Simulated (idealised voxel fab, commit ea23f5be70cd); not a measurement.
Documented hereafter: the process module known as voxel gate over fins.
The width of the displayed cross-section, cut, is 285 nm; its cells are square, with a size of 5 nm.
In this document a cross-section is written as a grid of square cells. It is given as a series of bands, listed from the top down, and a band is one or more rows of cells. Band: top and bottom heights (nm) first, top before bottom; then materials from left to right, widths in nm. "full width" marks a sole material filling the band edge to edge. "blank" denotes empty space. Where do heights start? At 0: under that level the wafer as delivered is made of one material only. And the lowest band has no floor; it just carries on downward, as in "0 nm and below". Read "30->40" as a graded width: first number on top, second number at the bottom, same change between each pair of neighbouring rows. What does "remains unaltered" mean for a step? It means no cell of the cross-section changed in that step. Entry "Voids, sealed" = empty spaces >= 8 cells with no open way to the top; each as width x height at distance, distance from left edge, all nm. On each step's line, the part that comes after the settings is the simulator's own comment on the step. "overlay nm" answers the question of how far to the right of plan the mask lay on a step that has a mask, and when it is negative the answer is to the left.

-- The following list gives the planned process steps
1) op RECEIVE | material Si
2) op CONFORMAL_DEP | material SiN | thk nm 5
3) op MASKED_ETCH | tone cover | mask id FINS | width nm 15 | pitch nm 55 | etch materials SiN | depth nm 5 | overlay nm 0
4) op MASKED_ETCH | tone cover | mask id FINS | width nm 15 | pitch nm 55 | etch materials Si | depth nm 40 | overlay nm 0
5) op OXIDIZE | depth nm 5
6) op FILL_DEP | material SiO2 | thk nm 15
7) op CMP | height nm 5
8) op MASKED_ETCH | tone open | mask id RAIL | width nm 15 | etch materials SiO2 | depth nm 40 | overlay nm 0
9) op CONFORMAL_DEP | material TiN | thk nm 5
10) op FILL_DEP | material W | thk nm 5
11) op CMP | height nm 5
12) op SELECTIVE_ETCH | etch materials W Ru TiN | depth nm 25
13) op FILL_DEP | material SiO2 | thk nm 5
14) op CMP | height nm 5
15) op SELECTIVE_ETCH | etch materials SiO2 | depth nm 20
16) op STRIP | etch materials SiN
17) op CONFORMAL_DEP | material HfO2 | thk nm 5
18) op CONFORMAL_DEP | material TiN | thk nm 5
19) op FILL_DEP | material W | thk nm 15
20) op CMP | height nm 20
21) op CONFORMAL_DEP | material SiCN | thk nm 5

-- Account of the first of two wafers, which was processed as intended

-- Cross-section of the incoming wafer, state after step 1
    0 nm and below | Si full width
    Voids, sealed: none

-- State of the wafer after step 2, shown in cross-section
    5 nm to 0 nm | SiN full width
    Everything under 0 stays put, no change at all.

-- State of the wafer after step 3, shown in cross-section
    5 nm to 0 nm | 50 blank; 15 SiN; 40 blank; 15 SiN; 40 blank; 15 SiN; 40 blank; 15 SiN; 55 blank
    Everything under 0 stays put, no change at all.

-- State of the wafer after step 4, shown in cross-section
    5 nm to 0 nm | 50 blank; 15 SiN; 40 blank; 15 SiN; 40 blank; 15 SiN; 40 blank; 15 SiN; 55 blank
    0 nm to -40 nm | 50 blank; 15 Si; 40 blank; 15 Si; 40 blank; 15 Si; 40 blank; 15 Si; 55 blank
    Everything under -40 stays put, no change at all.

-- State of the wafer after step 5, shown in cross-section
    5 nm to 0 nm | 50 blank; 15 SiN; 40 blank; 15 SiN; 40 blank; 15 SiN; 40 blank; 15 SiN; 55 blank
    0 nm to -40 nm | 50 blank; 5 SiO2; 5 Si; 5 SiO2; 40 blank; 5 SiO2; 5 Si; 5 SiO2; 40 blank; 5 SiO2; 5 Si; 5 SiO2; 40 blank; 5 SiO2; 5 Si; 5 SiO2; 55 blank
    -40 nm to -45 nm | 55 SiO2; 5 Si; 50 SiO2; 5 Si; 50 SiO2; 5 Si; 50 SiO2; 5 Si; 60 SiO2
    Everything under -45 stays put, no change at all.

-- State of the wafer after step 6, shown in cross-section
    20 nm to 5 nm | SiO2 full width
    5 nm to 0 nm | 50 SiO2; 15 SiN; 40 SiO2; 15 SiN; 40 SiO2; 15 SiN; 40 SiO2; 15 SiN; 55 SiO2
    0 nm to -45 nm | 55 SiO2; 5 Si; 50 SiO2; 5 Si; 50 SiO2; 5 Si; 50 SiO2; 5 Si; 60 SiO2
    Everything under -45 stays put, no change at all.

-- State of the wafer after step 7, shown in cross-section
    5 nm to 0 nm | 50 SiO2; 15 SiN; 40 SiO2; 15 SiN; 40 SiO2; 15 SiN; 40 SiO2; 15 SiN; 55 SiO2
    Everything under 0 stays put, no change at all.

-- State of the wafer after step 8, shown in cross-section
    5 nm to 0 nm | 50 SiO2; 15 SiN; 10 SiO2; 15 blank; 15 SiO2; 15 SiN; 40 SiO2; 15 SiN; 40 SiO2; 15 SiN; 55 SiO2
    0 nm to -35 nm | 55 SiO2; 5 Si; 15 SiO2; 15 blank; 20 SiO2; 5 Si; 50 SiO2; 5 Si; 50 SiO2; 5 Si; 60 SiO2
    Everything under -35 stays put, no change at all.

-- State of the wafer after step 9, shown in cross-section
    10 nm to 5 nm | 80 TiN; 5 blank; 200 TiN
    5 nm to 0 nm | 50 SiO2; 15 SiN; 10 SiO2; 5 TiN; 5 blank; 5 TiN; 15 SiO2; 15 SiN; 40 SiO2; 15 SiN; 40 SiO2; 15 SiN; 55 SiO2
    0 nm to -30 nm | 55 SiO2; 5 Si; 15 SiO2; 5 TiN; 5 blank; 5 TiN; 20 SiO2; 5 Si; 50 SiO2; 5 Si; 50 SiO2; 5 Si; 60 SiO2
    -30 nm to -35 nm | 55 SiO2; 5 Si; 15 SiO2; 15 TiN; 20 SiO2; 5 Si; 50 SiO2; 5 Si; 50 SiO2; 5 Si; 60 SiO2
    Everything under -35 stays put, no change at all.

-- State of the wafer after step 10, shown in cross-section
    15 nm to 10 nm | W full width
    10 nm to 5 nm | 80 TiN; 5 W; 200 TiN
    5 nm to 0 nm | 50 SiO2; 15 SiN; 10 SiO2; 5 TiN; 5 W; 5 TiN; 15 SiO2; 15 SiN; 40 SiO2; 15 SiN; 40 SiO2; 15 SiN; 55 SiO2
    0 nm to -30 nm | 55 SiO2; 5 Si; 15 SiO2; 5 TiN; 5 W; 5 TiN; 20 SiO2; 5 Si; 50 SiO2; 5 Si; 50 SiO2; 5 Si; 60 SiO2
    Everything under -30 stays put, no change at all.

-- State of the wafer after step 11, shown in cross-section
    5 nm to 0 nm | 50 SiO2; 15 SiN; 10 SiO2; 5 TiN; 5 W; 5 TiN; 15 SiO2; 15 SiN; 40 SiO2; 15 SiN; 40 SiO2; 15 SiN; 55 SiO2
    Everything under 0 stays put, no change at all.

-- State of the wafer after step 12, shown in cross-section
    5 nm to 0 nm | 50 SiO2; 15 SiN; 10 SiO2; 15 blank; 15 SiO2; 15 SiN; 40 SiO2; 15 SiN; 40 SiO2; 15 SiN; 55 SiO2
    0 nm to -20 nm | 55 SiO2; 5 Si; 15 SiO2; 15 blank; 20 SiO2; 5 Si; 50 SiO2; 5 Si; 50 SiO2; 5 Si; 60 SiO2
    Everything under -20 stays put, no change at all.

-- State of the wafer after step 13, shown in cross-section
    10 nm to 5 nm | SiO2 full width
    5 nm to 0 nm | 50 SiO2; 15 SiN; 40 SiO2; 15 SiN; 40 SiO2; 15 SiN; 40 SiO2; 15 SiN; 55 SiO2
    0 nm to -20 nm | 55 SiO2; 5 Si; 50 SiO2; 5 Si; 50 SiO2; 5 Si; 50 SiO2; 5 Si; 60 SiO2
    Everything under -20 stays put, no change at all.

-- State of the wafer after step 14, shown in cross-section
    5 nm to 0 nm | 50 SiO2; 15 SiN; 40 SiO2; 15 SiN; 40 SiO2; 15 SiN; 40 SiO2; 15 SiN; 55 SiO2
    Everything under 0 stays put, no change at all.

-- State of the wafer after step 15, shown in cross-section
    5 nm to 0 nm | 50 blank; 15 SiN; 40 blank; 15 SiN; 40 blank; 15 SiN; 40 blank; 15 SiN; 55 blank
    0 nm to -15 nm | 55 blank; 5 Si; 50 blank; 5 Si; 50 blank; 5 Si; 50 blank; 5 Si; 60 blank
    Everything under -15 stays put, no change at all.

-- State of the wafer after step 16, shown in cross-section
    0 nm to -15 nm | 55 blank; 5 Si; 50 blank; 5 Si; 50 blank; 5 Si; 50 blank; 5 Si; 60 blank
    Everything under -15 stays put, no change at all.

-- State of the wafer after step 17, shown in cross-section
    5 nm to 0 nm | 50 blank; 15 HfO2; 40 blank; 15 HfO2; 40 blank; 15 HfO2; 40 blank; 15 HfO2; 55 blank
    0 nm to -10 nm | 50 blank; 5 HfO2; 5 Si; 5 HfO2; 40 blank; 5 HfO2; 5 Si; 5 HfO2; 40 blank; 5 HfO2; 5 Si; 5 HfO2; 40 blank; 5 HfO2; 5 Si; 5 HfO2; 55 blank
    -10 nm to -15 nm | 55 HfO2; 5 Si; 50 HfO2; 5 Si; 50 HfO2; 5 Si; 50 HfO2; 5 Si; 60 HfO2
    Everything under -15 stays put, no change at all.

-- State of the wafer after step 18, shown in cross-section
    10 nm to 5 nm | 45 blank; 25 TiN; 30 blank; 25 TiN; 30 blank; 25 TiN; 30 blank; 25 TiN; 50 blank
    5 nm to 0 nm | 45 blank; 5 TiN; 15 HfO2; 5 TiN; 30 blank; 5 TiN; 15 HfO2; 5 TiN; 30 blank; 5 TiN; 15 HfO2; 5 TiN; 30 blank; 5 TiN; 15 HfO2; 5 TiN; 50 blank
    0 nm to -5 nm | 45 blank; 5 TiN; 5 HfO2; 5 Si; 5 HfO2; 5 TiN; 30 blank; 5 TiN; 5 HfO2; 5 Si; 5 HfO2; 5 TiN; 30 blank; 5 TiN; 5 HfO2; 5 Si; 5 HfO2; 5 TiN; 30 blank; 5 TiN; 5 HfO2; 5 Si; 5 HfO2; 5 TiN; 50 blank
    -5 nm to -10 nm | 50 TiN; 5 HfO2; 5 Si; 5 HfO2; 40 TiN; 5 HfO2; 5 Si; 5 HfO2; 40 TiN; 5 HfO2; 5 Si; 5 HfO2; 40 TiN; 5 HfO2; 5 Si; 5 HfO2; 55 TiN
    Everything under -10 stays put, no change at all.

-- State of the wafer after step 19, shown in cross-section
    25 nm to 10 nm | W full width
    10 nm to 5 nm | 45 W; 25 TiN; 30 W; 25 TiN; 30 W; 25 TiN; 30 W; 25 TiN; 50 W
    5 nm to 0 nm | 45 W; 5 TiN; 15 HfO2; 5 TiN; 30 W; 5 TiN; 15 HfO2; 5 TiN; 30 W; 5 TiN; 15 HfO2; 5 TiN; 30 W; 5 TiN; 15 HfO2; 5 TiN; 50 W
    0 nm to -5 nm | 45 W; 5 TiN; 5 HfO2; 5 Si; 5 HfO2; 5 TiN; 30 W; 5 TiN; 5 HfO2; 5 Si; 5 HfO2; 5 TiN; 30 W; 5 TiN; 5 HfO2; 5 Si; 5 HfO2; 5 TiN; 30 W; 5 TiN; 5 HfO2; 5 Si; 5 HfO2; 5 TiN; 50 W
    Everything under -5 stays put, no change at all.

-- State of the wafer after step 20, shown in cross-section
    20 nm to 10 nm | W full width
    Everything under 10 stays put, no change at all.

-- State of the wafer after step 21, shown in cross-section
    25 nm to 20 nm | SiCN full width
    Everything under 20 stays put, no change at all.

-- The Second Wafer: Common Origin and Plan, One Mistake in Execution, Identical to the First Through Step 7

-- Cross-section of the second wafer corresponding to the planned conclusion of step 8
    5 nm to 0 nm | 50 blank; 15 SiN; 10 blank; 15 SiO2; 15 blank; 15 SiN; 40 blank; 15 SiN; 40 blank; 15 SiN; 55 blank
    0 nm to -35 nm | 50 blank; 5 SiO2; 5 Si; 5 SiO2; 10 blank; 15 SiO2; 15 blank; 5 SiO2; 5 Si; 5 SiO2; 40 blank; 5 SiO2; 5 Si; 5 SiO2; 40 blank; 5 SiO2; 5 Si; 5 SiO2; 55 blank
    Everything under -35 stays put, no change at all.

-- Cross-section of the second wafer corresponding to the planned conclusion of step 9
    10 nm to 5 nm | 45 blank; 50 TiN; 5 blank; 25 TiN; 30 blank; 25 TiN; 30 blank; 25 TiN; 50 blank
    5 nm to 0 nm | 45 blank; 5 TiN; 15 SiN; 10 TiN; 15 SiO2; 5 TiN; 5 blank; 5 TiN; 15 SiN; 5 TiN; 30 blank; 5 TiN; 15 SiN; 5 TiN; 30 blank; 5 TiN; 15 SiN; 5 TiN; 50 blank
    0 nm to -30 nm | 45 blank; 5 TiN; 5 SiO2; 5 Si; 5 SiO2; 10 TiN; 15 SiO2; 5 TiN; 5 blank; 5 TiN; 5 SiO2; 5 Si; 5 SiO2; 5 TiN; 30 blank; 5 TiN; 5 SiO2; 5 Si; 5 SiO2; 5 TiN; 30 blank; 5 TiN; 5 SiO2; 5 Si; 5 SiO2; 5 TiN; 50 blank
    -30 nm to -35 nm | 50 TiN; 5 SiO2; 5 Si; 5 SiO2; 10 TiN; 15 SiO2; 15 TiN; 5 SiO2; 5 Si; 5 SiO2; 40 TiN; 5 SiO2; 5 Si; 5 SiO2; 40 TiN; 5 SiO2; 5 Si; 5 SiO2; 55 TiN
    Everything under -35 stays put, no change at all.

-- Cross-section of the second wafer corresponding to the planned conclusion of step 10
    15 nm to 10 nm | W full width
    10 nm to 5 nm | 45 W; 50 TiN; 5 W; 25 TiN; 30 W; 25 TiN; 30 W; 25 TiN; 50 W
    5 nm to 0 nm | 45 W; 5 TiN; 15 SiN; 10 TiN; 15 SiO2; 5 TiN; 5 W; 5 TiN; 15 SiN; 5 TiN; 30 W; 5 TiN; 15 SiN; 5 TiN; 30 W; 5 TiN; 15 SiN; 5 TiN; 50 W
    0 nm to -30 nm | 45 W; 5 TiN; 5 SiO2; 5 Si; 5 SiO2; 10 TiN; 15 SiO2; 5 TiN; 5 W; 5 TiN; 5 SiO2; 5 Si; 5 SiO2; 5 TiN; 30 W; 5 TiN; 5 SiO2; 5 Si; 5 SiO2; 5 TiN; 30 W; 5 TiN; 5 SiO2; 5 Si; 5 SiO2; 5 TiN; 50 W
    Everything under -30 stays put, no change at all.

-- Cross-section of the second wafer corresponding to the planned conclusion of step 11
    5 nm to 0 nm | 45 W; 5 TiN; 15 SiN; 10 TiN; 15 SiO2; 5 TiN; 5 W; 5 TiN; 15 SiN; 5 TiN; 30 W; 5 TiN; 15 SiN; 5 TiN; 30 W; 5 TiN; 15 SiN; 5 TiN; 50 W
    Everything under 0 stays put, no change at all.

-- Cross-section of the second wafer corresponding to the planned conclusion of step 12
    5 nm to 0 nm | 50 blank; 15 SiN; 10 blank; 15 SiO2; 15 blank; 15 SiN; 40 blank; 15 SiN; 40 blank; 15 SiN; 55 blank
    0 nm to -20 nm | 50 blank; 5 SiO2; 5 Si; 5 SiO2; 10 blank; 15 SiO2; 15 blank; 5 SiO2; 5 Si; 5 SiO2; 40 blank; 5 SiO2; 5 Si; 5 SiO2; 40 blank; 5 SiO2; 5 Si; 5 SiO2; 55 blank
    Everything under -20 stays put, no change at all.

-- Cross-section of the second wafer corresponding to the planned conclusion of step 13
    10 nm to 5 nm | SiO2 full width
    5 nm to 0 nm | 50 SiO2; 15 SiN; 40 SiO2; 15 SiN; 40 SiO2; 15 SiN; 40 SiO2; 15 SiN; 55 SiO2
    0 nm to -20 nm | 55 SiO2; 5 Si; 50 SiO2; 5 Si; 50 SiO2; 5 Si; 50 SiO2; 5 Si; 60 SiO2
    Everything under -20 stays put, no change at all.

-- Cross-section of the second wafer corresponding to the planned conclusion of step 14
    5 nm to 0 nm | 50 SiO2; 15 SiN; 40 SiO2; 15 SiN; 40 SiO2; 15 SiN; 40 SiO2; 15 SiN; 55 SiO2
    Everything under 0 stays put, no change at all.

-- Cross-section of the second wafer corresponding to the planned conclusion of step 15
    5 nm to 0 nm | 50 blank; 15 SiN; 40 blank; 15 SiN; 40 blank; 15 SiN; 40 blank; 15 SiN; 55 blank
    0 nm to -15 nm | 55 blank; 5 Si; 50 blank; 5 Si; 50 blank; 5 Si; 50 blank; 5 Si; 60 blank
    Everything under -15 stays put, no change at all.

-- Cross-section of the second wafer corresponding to the planned conclusion of step 16
    0 nm to -15 nm | 55 blank; 5 Si; 50 blank; 5 Si; 50 blank; 5 Si; 50 blank; 5 Si; 60 blank
    Everything under -15 stays put, no change at all.

-- Cross-section of the second wafer corresponding to the planned conclusion of step 17
    5 nm to 0 nm | 50 blank; 15 HfO2; 40 blank; 15 HfO2; 40 blank; 15 HfO2; 40 blank; 15 HfO2; 55 blank
    0 nm to -10 nm | 50 blank; 5 HfO2; 5 Si; 5 HfO2; 40 blank; 5 HfO2; 5 Si; 5 HfO2; 40 blank; 5 HfO2; 5 Si; 5 HfO2; 40 blank; 5 HfO2; 5 Si; 5 HfO2; 55 blank
    -10 nm to -15 nm | 55 HfO2; 5 Si; 50 HfO2; 5 Si; 50 HfO2; 5 Si; 50 HfO2; 5 Si; 60 HfO2
    Everything under -15 stays put, no change at all.

-- Cross-section of the second wafer corresponding to the planned conclusion of step 18
    10 nm to 5 nm | 45 blank; 25 TiN; 30 blank; 25 TiN; 30 blank; 25 TiN; 30 blank; 25 TiN; 50 blank
    5 nm to 0 nm | 45 blank; 5 TiN; 15 HfO2; 5 TiN; 30 blank; 5 TiN; 15 HfO2; 5 TiN; 30 blank; 5 TiN; 15 HfO2; 5 TiN; 30 blank; 5 TiN; 15 HfO2; 5 TiN; 50 blank
    0 nm to -5 nm | 45 blank; 5 TiN; 5 HfO2; 5 Si; 5 HfO2; 5 TiN; 30 blank; 5 TiN; 5 HfO2; 5 Si; 5 HfO2; 5 TiN; 30 blank; 5 TiN; 5 HfO2; 5 Si; 5 HfO2; 5 TiN; 30 blank; 5 TiN; 5 HfO2; 5 Si; 5 HfO2; 5 TiN; 50 blank
    -5 nm to -10 nm | 50 TiN; 5 HfO2; 5 Si; 5 HfO2; 40 TiN; 5 HfO2; 5 Si; 5 HfO2; 40 TiN; 5 HfO2; 5 Si; 5 HfO2; 40 TiN; 5 HfO2; 5 Si; 5 HfO2; 55 TiN
    Everything under -10 stays put, no change at all.

-- Cross-section of the second wafer corresponding to the planned conclusion of step 19
    25 nm to 10 nm | W full width
    10 nm to 5 nm | 45 W; 25 TiN; 30 W; 25 TiN; 30 W; 25 TiN; 30 W; 25 TiN; 50 W
    5 nm to 0 nm | 45 W; 5 TiN; 15 HfO2; 5 TiN; 30 W; 5 TiN; 15 HfO2; 5 TiN; 30 W; 5 TiN; 15 HfO2; 5 TiN; 30 W; 5 TiN; 15 HfO2; 5 TiN; 50 W
    0 nm to -5 nm | 45 W; 5 TiN; 5 HfO2; 5 Si; 5 HfO2; 5 TiN; 30 W; 5 TiN; 5 HfO2; 5 Si; 5 HfO2; 5 TiN; 30 W; 5 TiN; 5 HfO2; 5 Si; 5 HfO2; 5 TiN; 30 W; 5 TiN; 5 HfO2; 5 Si; 5 HfO2; 5 TiN; 50 W
    Everything under -5 stays put, no change at all.

-- Cross-section of the second wafer corresponding to the planned conclusion of step 20
    20 nm to 10 nm | W full width
    Everything under 10 stays put, no change at all.

-- Cross-section of the second wafer corresponding to the planned conclusion of step 21
    25 nm to 20 nm | SiCN full width
    Everything under 20 stays put, no change at all.
Misprocessing identified: step 8 was run on a setting that differed from the plan, and what really ran there is op MASKED_ETCH | tone cover | mask id RAIL | width nm 15 | etch materials SiO2 | depth nm 40 | overlay nm 0
Once processing is complete, comparing cell counts shows that the second wafer has more or fewer of certain materials than the first: SiO2: 117 fewer, TiN: 55 more, W: 62 more
